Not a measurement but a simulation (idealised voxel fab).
The process module presented herein is designated voxel capacitor over wiring.
Square cells of 5 nm make up the cross-section cut, whose width is 225 nm.
Each cross-section below is a grid of square cells, stated as bands in top-down order, with one or more rows of cells making up each band. The entry gives the band's vertical extent as a top height and a bottom height in nm, then its horizontal make-up as materials from left to right, each with a width in nm. "air" stands for empty space; a single material marked "edge to edge" fills the band edge to edge. Heights are expressed relative to 0, this being the level below which the as-received wafer comprises one material exclusively. The lowest band is unbounded in the downward direction and is denoted as in "0 -> down". Width "30..40": first value at the band's top row of cells, second value at its bottom row, equal change from row to row. "nothing was modified" after a step means that no cell of the cross-section changed. Closed empty spaces (no open way to the top) of 8 cells or more are what "Sealed internal voids" lists, each as width x height at distance from the left edge, nm for all three. If you see something after the settings on a step's line, that's the simulator's own remark about that step. Regarding "overlay nm": on a step with a mask, it is the distance the mask lay to the right of its planned place; a negative value places it to the left.
-- Process steps (planned)
1: RECEIVE: material Si
2: CONFORMAL_DEP: material SiO2, thk nm 15
3: DIRECTIONAL_DEP: material TiN, thk nm 5
4: DIRECTIONAL_DEP: material W, thk nm 15
5: DIRECTIONAL_DEP: material aC, thk nm 10
6: PATTERN: tone cover, mask id METAL_1, material resist, width nm 30, pitch nm 95, thk nm 30, overlay nm 0
7: DIRECTIONAL_ETCH: etch materials aC, depth nm 10
8: STRIP: etch materials resist
9: DIRECTIONAL_ETCH: etch materials W, depth nm 15
10: DIRECTIONAL_ETCH: etch materials TiN, depth nm 5
11: STRIP: etch materials aC
12: CONFORMAL_DEP: material SiN, thk nm 5
13: FILL_DEP: material lowk, thk nm 10
14: CMP: height nm 35
15: CONFORMAL_DEP: material SiCN, thk nm 5
16: DIRECTIONAL_DEP: material SiO2, thk nm 20
17: PATTERN: tone open, mask id PLUG_1, material resist, width nm 15, thk nm 20, overlay nm 0
18: DIRECTIONAL_ETCH: etch materials SiO2, depth nm 20
19: DIRECTIONAL_ETCH: etch materials SiCN, depth nm 5
20: STRIP: etch materials resist
21: EPI: material Ru, thk nm 10
22: EPI: material Ru, thk nm 10
23: EPI: material Ru, thk nm 5
24: DIRECTIONAL_DEP: material TiN, thk nm 5
25: DIRECTIONAL_DEP: material Al2O3, thk nm 5
26: DIRECTIONAL_DEP: material TiN, thk nm 10
27: PATTERN: tone cover, mask id UPPER_PLATE, material resist, width nm 70, thk nm 20, overlay nm 0
28: DIRECTIONAL_ETCH: etch materials TiN, depth nm 10
29: DIRECTIONAL_ETCH: etch materials Al2O3, depth nm 5
30: STRIP: etch materials resist
31: PATTERN: tone cover, mask id LOWER_PLATE, material resist, width nm 80, thk nm 15, overlay nm 0
32: DIRECTIONAL_ETCH: etch materials TiN, depth nm 5
33: STRIP: etch materials resist
34: FILL_DEP: material SiO2, thk nm 20
35: CMP: height nm 95
36: MASKED_ETCH: tone open, mask id PLUG_2, width nm 15, etch materials SiO2, depth nm 15, overlay nm 0
37: CONFORMAL_DEP: material TiN, thk nm 5
38: FILL_DEP: material W, thk nm 10
39: CMP: height nm 95
40: CONFORMAL_DEP: material SiCN, thk nm 5
-- first wafer, as planned
-- Incoming wafer in cross-section (state: after step 1)
- 0 -> down: Si edge to edge
- Sealed internal voids: none
-- after step 2
- 15 -> 0: SiO2 edge to edge
- Whatever lies below 0 is exactly as it was before.
-- after step 3
- 20 -> 15: TiN edge to edge
- Whatever lies below 15 is exactly as it was before.
-- after step 4
- 35 -> 20: W edge to edge
- Whatever lies below 20 is exactly as it was before.
-- after step 5
- 45 -> 35: aC edge to edge
- Whatever lies below 35 is exactly as it was before.
-- after step 6
- 75 -> 45: 50 nm air; 30 nm resist; 65 nm air; 30 nm resist; 50 nm air
- Whatever lies below 45 is exactly as it was before.
-- after step 7
- 65 -> 45: 50 nm air; 30 nm resist; 65 nm air; 30 nm resist; 50 nm air
- 45 -> 35: 50 nm air; 30 nm aC; 65 nm air; 30 nm aC; 50 nm air
- Whatever lies below 35 is exactly as it was before.
-- after step 8
- 45 -> 35: 50 nm air; 30 nm aC; 65 nm air; 30 nm aC; 50 nm air
- Whatever lies below 35 is exactly as it was before.
-- after step 9
- 45 -> 35: 50 nm air; 30 nm aC; 65 nm air; 30 nm aC; 50 nm air
- 35 -> 20: 50 nm air; 30 nm W; 65 nm air; 30 nm W; 50 nm air
- Whatever lies below 20 is exactly as it was before.
-- after step 10
- 45 -> 35: 50 nm air; 30 nm aC; 65 nm air; 30 nm aC; 50 nm air
- 35 -> 20: 50 nm air; 30 nm W; 65 nm air; 30 nm W; 50 nm air
- 20 -> 15: 50 nm air; 30 nm TiN; 65 nm air; 30 nm TiN; 50 nm air
- Whatever lies below 15 is exactly as it was before.
-- after step 11
- 35 -> 20: 50 nm air; 30 nm W; 65 nm air; 30 nm W; 50 nm air
- Whatever lies below 20 is exactly as it was before.
-- after step 12
- 40 -> 35: 45 nm air; 40 nm SiN; 55 nm air; 40 nm SiN; 45 nm air
- 35 -> 20: 45 nm air; 5 nm SiN; 30 nm W; 5 nm SiN; 55 nm air; 5 nm SiN; 30 nm W; 5 nm SiN; 45 nm air
- 20 -> 15: 50 nm SiN; 30 nm TiN; 65 nm SiN; 30 nm TiN; 50 nm SiN
- Whatever lies below 15 is exactly as it was before.
-- after step 13
- 50 -> 40: lowk edge to edge
- 40 -> 35: 45 nm lowk; 40 nm SiN; 55 nm lowk; 40 nm SiN; 45 nm lowk
- 35 -> 20: 45 nm lowk; 5 nm SiN; 30 nm W; 5 nm SiN; 55 nm lowk; 5 nm SiN; 30 nm W; 5 nm SiN; 45 nm lowk
- Whatever lies below 20 is exactly as it was before.
-- after step 14
- 35 -> 20: 45 nm lowk; 5 nm SiN; 30 nm W; 5 nm SiN; 55 nm lowk; 5 nm SiN; 30 nm W; 5 nm SiN; 45 nm lowk
- Whatever lies below 20 is exactly as it was before.
-- after step 15
- 40 -> 35: SiCN edge to edge
- Whatever lies below 35 is exactly as it was before.
-- after step 16
- 60 -> 40: SiO2 edge to edge
- Whatever lies below 40 is exactly as it was before.
-- after step 17
- 80 -> 60: 65 nm resist; 15 nm air; 145 nm resist
- Whatever lies below 60 is exactly as it was before.
-- after step 18
- 80 -> 60: 65 nm resist; 15 nm air; 145 nm resist
- 60 -> 40: 65 nm SiO2; 15 nm air; 145 nm SiO2
- Whatever lies below 40 is exactly as it was before.
-- after step 19
- 80 -> 60: 65 nm resist; 15 nm air; 145 nm resist
- 60 -> 40: 65 nm SiO2; 15 nm air; 145 nm SiO2
- 40 -> 35: 65 nm SiCN; 15 nm air; 145 nm SiCN
- Whatever lies below 35 is exactly as it was before.
-- after step 20
- 60 -> 40: 65 nm SiO2; 15 nm air; 145 nm SiO2
- Whatever lies below 40 is exactly as it was before.
-- after step 21
- 60 -> 45: 65 nm SiO2; 15 nm air; 145 nm SiO2
- 45 -> 40: 65 nm SiO2; 15 nm Ru; 145 nm SiO2
- 40 -> 35: 65 nm SiCN; 15 nm Ru; 145 nm SiCN
- Whatever lies below 35 is exactly as it was before.
-- after step 22
- 60 -> 55: 65 nm SiO2; 15 nm air; 145 nm SiO2
- 55 -> 40: 65 nm SiO2; 15 nm Ru; 145 nm SiO2
- Whatever lies below 40 is exactly as it was before.
-- after step 23
- 60 -> 40: 65 nm SiO2; 15 nm Ru; 145 nm SiO2
- Whatever lies below 40 is exactly as it was before.
-- after step 24
- 65 -> 60: TiN edge to edge
- Whatever lies below 60 is exactly as it was before.
-- after step 25
- 70 -> 65: Al2O3 edge to edge
- Whatever lies below 65 is exactly as it was before.
-- after step 26
- 80 -> 70: TiN edge to edge
- Whatever lies below 70 is exactly as it was before.
-- after step 27
- 100 -> 80: 65 nm air; 70 nm resist; 90 nm air
- Whatever lies below 80 is exactly as it was before.
-- after step 28
- 100 -> 80: 65 nm air; 70 nm resist; 90 nm air
- 80 -> 70: 65 nm air; 70 nm TiN; 90 nm air
- Whatever lies below 70 is exactly as it was before.
-- after step 29
- 100 -> 80: 65 nm air; 70 nm resist; 90 nm air
- 80 -> 70: 65 nm air; 70 nm TiN; 90 nm air
- 70 -> 65: 65 nm air; 70 nm Al2O3; 90 nm air
- Whatever lies below 65 is exactly as it was before.
-- after step 30
- 80 -> 70: 65 nm air; 70 nm TiN; 90 nm air
- Whatever lies below 70 is exactly as it was before.
-- after step 31
- 95 -> 80: 60 nm air; 80 nm resist; 85 nm air
- 80 -> 70: 60 nm air; 5 nm resist; 70 nm TiN; 5 nm resist; 85 nm air
- 70 -> 65: 60 nm air; 5 nm resist; 70 nm Al2O3; 5 nm resist; 85 nm air
- Whatever lies below 65 is exactly as it was before.
-- after step 32
- 95 -> 80: 60 nm air; 80 nm resist; 85 nm air
- 80 -> 70: 60 nm air; 5 nm resist; 70 nm TiN; 5 nm resist; 85 nm air
- 70 -> 65: 60 nm air; 5 nm resist; 70 nm Al2O3; 5 nm resist; 85 nm air
- 65 -> 60: 60 nm air; 80 nm TiN; 85 nm air
- Whatever lies below 60 is exactly as it was before.
-- after step 33
- 80 -> 70: 65 nm air; 70 nm TiN; 90 nm air
- 70 -> 65: 65 nm air; 70 nm Al2O3; 90 nm air
- Whatever lies below 65 is exactly as it was before.
-- after step 34
- 100 -> 80: SiO2 edge to edge
- 80 -> 70: 65 nm SiO2; 70 nm TiN; 90 nm SiO2
- 70 -> 65: 65 nm SiO2; 70 nm Al2O3; 90 nm SiO2
- 65 -> 60: 60 nm SiO2; 80 nm TiN; 85 nm SiO2
- Whatever lies below 60 is exactly as it was before.
-- after step 35
- 95 -> 80: SiO2 edge to edge
- Whatever lies below 80 is exactly as it was before.
-- after step 36
- 95 -> 80: 75 nm SiO2; 15 nm air; 135 nm SiO2
- Whatever lies below 80 is exactly as it was before.
-- after step 37
- 100 -> 95: 80 nm TiN; 5 nm air; 140 nm TiN
- 95 -> 85: 75 nm SiO2; 5 nm TiN; 5 nm air; 5 nm TiN; 135 nm SiO2
- 85 -> 80: 75 nm SiO2; 15 nm TiN; 135 nm SiO2
- Whatever lies below 80 is exactly as it was before.
-- after step 38
- 110 -> 100: W edge to edge
- 100 -> 95: 80 nm TiN; 5 nm W; 140 nm TiN
- 95 -> 85: 75 nm SiO2; 5 nm TiN; 5 nm W; 5 nm TiN; 135 nm SiO2
- Whatever lies below 85 is exactly as it was before.
-- after step 39
- 95 -> 85: 75 nm SiO2; 5 nm TiN; 5 nm W; 5 nm TiN; 135 nm SiO2
- Whatever lies below 85 is exactly as it was before.
-- after step 40
- 100 -> 95: SiCN edge to edge
- Whatever lies below 95 is exactly as it was before.
-- Wafer two. Same start, same plan, one slip in execution. Same as wafer one through step 16, inclusive
-- Second wafer profile in section, at the moment step 17 of the plan was meant to be complete
- 80 -> 60: 65 nm air; 15 nm resist; 145 nm air
- Whatever lies below 60 is exactly as it was before.
-- Second wafer profile in section, at the moment step 18 of the plan was meant to be complete
- 80 -> 60: 65 nm air; 15 nm resist; 145 nm air
- 60 -> 40: 65 nm air; 15 nm SiO2; 145 nm air
- Whatever lies below 40 is exactly as it was before.
-- Second wafer profile in section, at the moment step 19 of the plan was meant to be complete
- 80 -> 60: 65 nm air; 15 nm resist; 145 nm air
- 60 -> 40: 65 nm air; 15 nm SiO2; 145 nm air
- 40 -> 35: 65 nm air; 15 nm SiCN; 145 nm air
- Whatever lies below 35 is exactly as it was before.
-- Second wafer profile in section, at the moment step 20 of the plan was meant to be complete
- 60 -> 40: 65 nm air; 15 nm SiO2; 145 nm air
- Whatever lies below 40 is exactly as it was before.
-- Second wafer profile in section, at the moment step 21 of the plan was meant to be complete
- 60 -> 45: 65 nm air; 15 nm SiO2; 145 nm air
- 45 -> 40: 40 nm air; 25 nm Ru; 15 nm SiO2; 55 nm air; 50 nm Ru; 40 nm air
- 40 -> 35: 40 nm air; 25 nm Ru; 15 nm SiCN; 55 nm air; 50 nm Ru; 40 nm air
- Whatever lies below 35 is exactly as it was before.
-- Second wafer profile in section, at the moment step 22 of the plan was meant to be complete
- 60 -> 55: 65 nm air; 15 nm SiO2; 145 nm air
- 55 -> 40: 30 nm air; 35 nm Ru; 15 nm SiO2; 45 nm air; 70 nm Ru; 30 nm air
- 40 -> 35: 30 nm air; 35 nm Ru; 15 nm SiCN; 45 nm air; 70 nm Ru; 30 nm air
- Whatever lies below 35 is exactly as it was before.
-- Second wafer profile in section, at the moment step 23 of the plan was meant to be complete
- 60 -> 40: 25 nm air; 40 nm Ru; 15 nm SiO2; 40 nm air; 80 nm Ru; 25 nm air
- 40 -> 35: 25 nm air; 40 nm Ru; 15 nm SiCN; 40 nm air; 80 nm Ru; 25 nm air
- Whatever lies below 35 is exactly as it was before.
-- Second wafer profile in section, at the moment step 24 of the plan was meant to be complete
- 65 -> 60: 25 nm air; 55 nm TiN; 40 nm air; 80 nm TiN; 25 nm air
- 60 -> 40: 25 nm air; 40 nm Ru; 15 nm SiO2; 40 nm air; 80 nm Ru; 25 nm air
- 40 -> 35: 25 nm TiN; 40 nm Ru; 15 nm SiCN; 40 nm TiN; 80 nm Ru; 25 nm TiN
- Whatever lies below 35 is exactly as it was before.
-- Second wafer profile in section, at the moment step 25 of the plan was meant to be complete
- 70 -> 65: 25 nm air; 55 nm Al2O3; 40 nm air; 80 nm Al2O3; 25 nm air
- 65 -> 60: 25 nm air; 55 nm TiN; 40 nm air; 80 nm TiN; 25 nm air
- 60 -> 45: 25 nm air; 40 nm Ru; 15 nm SiO2; 40 nm air; 80 nm Ru; 25 nm air
- 45 -> 40: 25 nm Al2O3; 40 nm Ru; 15 nm SiO2; 40 nm Al2O3; 80 nm Ru; 25 nm Al2O3
- Whatever lies below 40 is exactly as it was before.
-- Second wafer profile in section, at the moment step 26 of the plan was meant to be complete
- 80 -> 70: 25 nm air; 55 nm TiN; 40 nm air; 80 nm TiN; 25 nm air
- 70 -> 65: 25 nm air; 55 nm Al2O3; 40 nm air; 80 nm Al2O3; 25 nm air
- 65 -> 60: 25 nm air; 55 nm TiN; 40 nm air; 80 nm TiN; 25 nm air
- 60 -> 55: 25 nm air; 40 nm Ru; 15 nm SiO2; 40 nm air; 80 nm Ru; 25 nm air
- 55 -> 45: 25 nm TiN; 40 nm Ru; 15 nm SiO2; 40 nm TiN; 80 nm Ru; 25 nm TiN
- Whatever lies below 45 is exactly as it was before.
-- Second wafer profile in section, at the moment step 27 of the plan was meant to be complete
- 100 -> 80: 65 nm air; 70 nm resist; 90 nm air
- 80 -> 70: 25 nm air; 55 nm TiN; 40 nm resist; 80 nm TiN; 25 nm air
- 70 -> 65: 25 nm air; 55 nm Al2O3; 40 nm resist; 80 nm Al2O3; 25 nm air
- 65 -> 60: 25 nm air; 55 nm TiN; 40 nm resist; 80 nm TiN; 25 nm air
- 60 -> 55: 25 nm air; 40 nm Ru; 15 nm SiO2; 40 nm resist; 80 nm Ru; 25 nm air
- Whatever lies below 55 is exactly as it was before.
-- Second wafer profile in section, at the moment step 28 of the plan was meant to be complete
- 100 -> 80: 65 nm air; 70 nm resist; 90 nm air
- 80 -> 70: 65 nm air; 15 nm TiN; 40 nm resist; 15 nm TiN; 90 nm air
- 70 -> 65: 25 nm air; 55 nm Al2O3; 40 nm resist; 80 nm Al2O3; 25 nm air
- 65 -> 60: 25 nm air; 55 nm TiN; 40 nm resist; 80 nm TiN; 25 nm air
- 60 -> 55: 25 nm air; 40 nm Ru; 15 nm SiO2; 40 nm resist; 80 nm Ru; 25 nm air
- 55 -> 45: 25 nm air; 40 nm Ru; 15 nm SiO2; 40 nm TiN; 80 nm Ru; 25 nm air
- Whatever lies below 45 is exactly as it was before.
-- Second wafer profile in section, at the moment step 29 of the plan was meant to be complete
- 100 -> 80: 65 nm air; 70 nm resist; 90 nm air
- 80 -> 70: 65 nm air; 15 nm TiN; 40 nm resist; 15 nm TiN; 90 nm air
- 70 -> 65: 65 nm air; 15 nm Al2O3; 40 nm resist; 15 nm Al2O3; 90 nm air
- 65 -> 60: 25 nm air; 55 nm TiN; 40 nm resist; 80 nm TiN; 25 nm air
- 60 -> 55: 25 nm air; 40 nm Ru; 15 nm SiO2; 40 nm resist; 80 nm Ru; 25 nm air
- 55 -> 45: 25 nm air; 40 nm Ru; 15 nm SiO2; 40 nm TiN; 80 nm Ru; 25 nm air
- 45 -> 40: 25 nm air; 40 nm Ru; 15 nm SiO2; 40 nm Al2O3; 80 nm Ru; 25 nm air
- Whatever lies below 40 is exactly as it was before.
-- Second wafer profile in section, at the moment step 30 of the plan was meant to be complete
- 80 -> 70: 65 nm air; 15 nm TiN; 40 nm air; 15 nm TiN; 90 nm air
- 70 -> 65: 65 nm air; 15 nm Al2O3; 40 nm air; 15 nm Al2O3; 90 nm air
- 65 -> 60: 25 nm air; 55 nm TiN; 40 nm air; 80 nm TiN; 25 nm air
- 60 -> 55: 25 nm air; 40 nm Ru; 15 nm SiO2; 40 nm air; 80 nm Ru; 25 nm air
- Whatever lies below 55 is exactly as it was before.
-- Second wafer profile in section, at the moment step 31 of the plan was meant to be complete
- 95 -> 80: 60 nm air; 80 nm resist; 85 nm air
- 80 -> 70: 60 nm air; 5 nm resist; 15 nm TiN; 40 nm resist; 15 nm TiN; 5 nm resist; 85 nm air
- 70 -> 65: 60 nm air; 5 nm resist; 15 nm Al2O3; 40 nm resist; 15 nm Al2O3; 5 nm resist; 85 nm air
- 65 -> 60: 25 nm air; 55 nm TiN; 40 nm resist; 80 nm TiN; 25 nm air
- 60 -> 55: 25 nm air; 40 nm Ru; 15 nm SiO2; 40 nm resist; 80 nm Ru; 25 nm air
- Whatever lies below 55 is exactly as it was before.
-- Second wafer profile in section, at the moment step 32 of the plan was meant to be complete
- 95 -> 80: 60 nm air; 80 nm resist; 85 nm air
- 80 -> 70: 60 nm air; 5 nm resist; 15 nm TiN; 40 nm resist; 15 nm TiN; 5 nm resist; 85 nm air
- 70 -> 65: 60 nm air; 5 nm resist; 15 nm Al2O3; 40 nm resist; 15 nm Al2O3; 5 nm resist; 85 nm air
- 65 -> 60: 60 nm air; 20 nm TiN; 40 nm resist; 20 nm TiN; 85 nm air
- 60 -> 55: 25 nm air; 40 nm Ru; 15 nm SiO2; 40 nm resist; 80 nm Ru; 25 nm air
- 55 -> 45: 25 nm air; 40 nm Ru; 15 nm SiO2; 40 nm TiN; 80 nm Ru; 25 nm air
- 45 -> 40: 25 nm air; 40 nm Ru; 15 nm SiO2; 40 nm Al2O3; 80 nm Ru; 25 nm air
- 40 -> 35: 25 nm air; 40 nm Ru; 15 nm SiCN; 40 nm TiN; 80 nm Ru; 25 nm air
- Whatever lies below 35 is exactly as it was before.
-- Second wafer profile in section, at the moment step 33 of the plan was meant to be complete
- 80 -> 70: 65 nm air; 15 nm TiN; 40 nm air; 15 nm TiN; 90 nm air
- 70 -> 65: 65 nm air; 15 nm Al2O3; 40 nm air; 15 nm Al2O3; 90 nm air
- 65 -> 60: 60 nm air; 20 nm TiN; 40 nm air; 20 nm TiN; 85 nm air
- 60 -> 55: 25 nm air; 40 nm Ru; 15 nm SiO2; 40 nm air; 80 nm Ru; 25 nm air
- Whatever lies below 55 is exactly as it was before.
-- Second wafer profile in section, at the moment step 34 of the plan was meant to be complete
- 100 -> 80: SiO2 edge to edge
- 80 -> 70: 65 nm SiO2; 15 nm TiN; 40 nm SiO2; 15 nm TiN; 90 nm SiO2
- 70 -> 65: 65 nm SiO2; 15 nm Al2O3; 40 nm SiO2; 15 nm Al2O3; 90 nm SiO2
- 65 -> 60: 60 nm SiO2; 20 nm TiN; 40 nm SiO2; 20 nm TiN; 85 nm SiO2
- 60 -> 55: 25 nm SiO2; 40 nm Ru; 55 nm SiO2; 80 nm Ru; 25 nm SiO2
- 55 -> 45: 25 nm SiO2; 40 nm Ru; 15 nm SiO2; 40 nm TiN; 80 nm Ru; 25 nm SiO2
- 45 -> 40: 25 nm SiO2; 40 nm Ru; 15 nm SiO2; 40 nm Al2O3; 80 nm Ru; 25 nm SiO2
- 40 -> 35: 25 nm SiO2; 40 nm Ru; 15 nm SiCN; 40 nm TiN; 80 nm Ru; 25 nm SiO2
- Whatever lies below 35 is exactly as it was before.
-- Second wafer profile in section, at the moment step 35 of the plan was meant to be complete
- 95 -> 80: SiO2 edge to edge
- Whatever lies below 80 is exactly as it was before.
-- Second wafer profile in section, at the moment step 36 of the plan was meant to be complete
- 95 -> 80: 75 nm SiO2; 15 nm air; 135 nm SiO2
- Whatever lies below 80 is exactly as it was before.
-- Second wafer profile in section, at the moment step 37 of the plan was meant to be complete
- 100 -> 95: 80 nm TiN; 5 nm air; 140 nm TiN
- 95 -> 85: 75 nm SiO2; 5 nm TiN; 5 nm air; 5 nm TiN; 135 nm SiO2
- 85 -> 80: 75 nm SiO2; 15 nm TiN; 135 nm SiO2
- Whatever lies below 80 is exactly as it was before.
-- Second wafer profile in section, at the moment step 38 of the plan was meant to be complete
- 110 -> 100: W edge to edge
- 100 -> 95: 80 nm TiN; 5 nm W; 140 nm TiN
- 95 -> 85: 75 nm SiO2; 5 nm TiN; 5 nm W; 5 nm TiN; 135 nm SiO2
- Whatever lies below 85 is exactly as it was before.
-- Second wafer profile in section, at the moment step 39 of the plan was meant to be complete
- 95 -> 85: 75 nm SiO2; 5 nm TiN; 5 nm W; 5 nm TiN; 135 nm SiO2
- Whatever lies below 85 is exactly as it was before.
-- Second wafer profile in section, at the moment step 40 of the plan was meant to be complete
- 100 -> 95: SiCN edge to edge
- Whatever lies below 95 is exactly as it was before.
The mistake made against the process plan was this: step 17 was not run as planned; what actually ran was PATTERN: tone cover, mask id PLUG_1, material resist, width nm 15, thk nm 20, overlay nm 0
Per the end-of-run cell counts, the second wafer holds more or fewer of some materials than the first: 105 more of Ru | 39 fewer of SiCN | 66 fewer of SiO2
